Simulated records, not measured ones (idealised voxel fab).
Name of the process module below: voxel double patterning
Square cell edge 5 nm, section width 280 nm, ID cut.
In what follows, cross-sections appear as grids of square cells, described through bands that run from the top down, where every band is one or more rows of cells. Look at the band entry: it leads with the top's height and the bottom's height in nm. Then it lists the materials left to right, with a width in nm for each. The word "full width" on a single material says that material fills the band edge to edge. The word "blank" is empty space. Beneath 0, the wafer as received is one material, and that level is where height counting begins. The lowest band goes on downward without a bottom; it is written like "0 nm and below". Read "30->40" as a graded width: first number on top, second number at the bottom, same change between each pair of neighbouring rows. "remained the same" for a step: no cell of the cross-section changed in that step. The entry "Completely enclosed voids" lists the empty spaces that cover at least 8 cells and have no open path to the top. Each is written as width x height at distance, where the distance is measured from the left edge and all three values are in nm. Text after the settings on a step's line: the simulator's own remark on that step. overlay nm: right-of-plan distance of the mask on a masked step; negative values mean left-of-plan.
Plan
1. RECEIVE (material Si)
2. CONFORMAL_DEP (material SiN; thk nm 10)
3. DIRECTIONAL_DEP (material SiO2; thk nm 20)
4. DIRECTIONAL_DEP (material SiCN; thk nm 10)
5. MASKED_ETCH (tone open; mask id FIRST; width nm 15; pitch nm 50; etch materials SiCN; depth nm 10; overlay nm 0)
6. MASKED_ETCH (tone open; mask id SECOND; width nm 15; pitch nm 50; etch materials SiCN; depth nm 10; overlay nm 0)
7. DIRECTIONAL_ETCH (etch materials SiO2; depth nm 20)
8. STRIP (etch materials SiCN)
Incoming wafer, cross-sectional view, post step 1
    0 nm and below = Si full width
    Completely enclosed voids: none
Wafer cross-section at end of module: start and plan as shown above, one execution error
    30 nm to 10 nm = 80 of SiO2  20 of blank  5 of SiO2  15 of blank  10 of SiO2  20 of blank  5 of SiO2  15 of blank  10 of SiO2  20 of blank  80 of SiO2
    10 nm to 0 nm = SiN full width
    0 nm and below = Si full width
    Completely enclosed voids: none
Diagnosis: rather than as planned, step 5 actually ran as MASKED_ETCH (tone open; mask id FIRST; width nm 20; pitch nm 50; etch materials SiCN; depth nm 10; overlay nm 0)
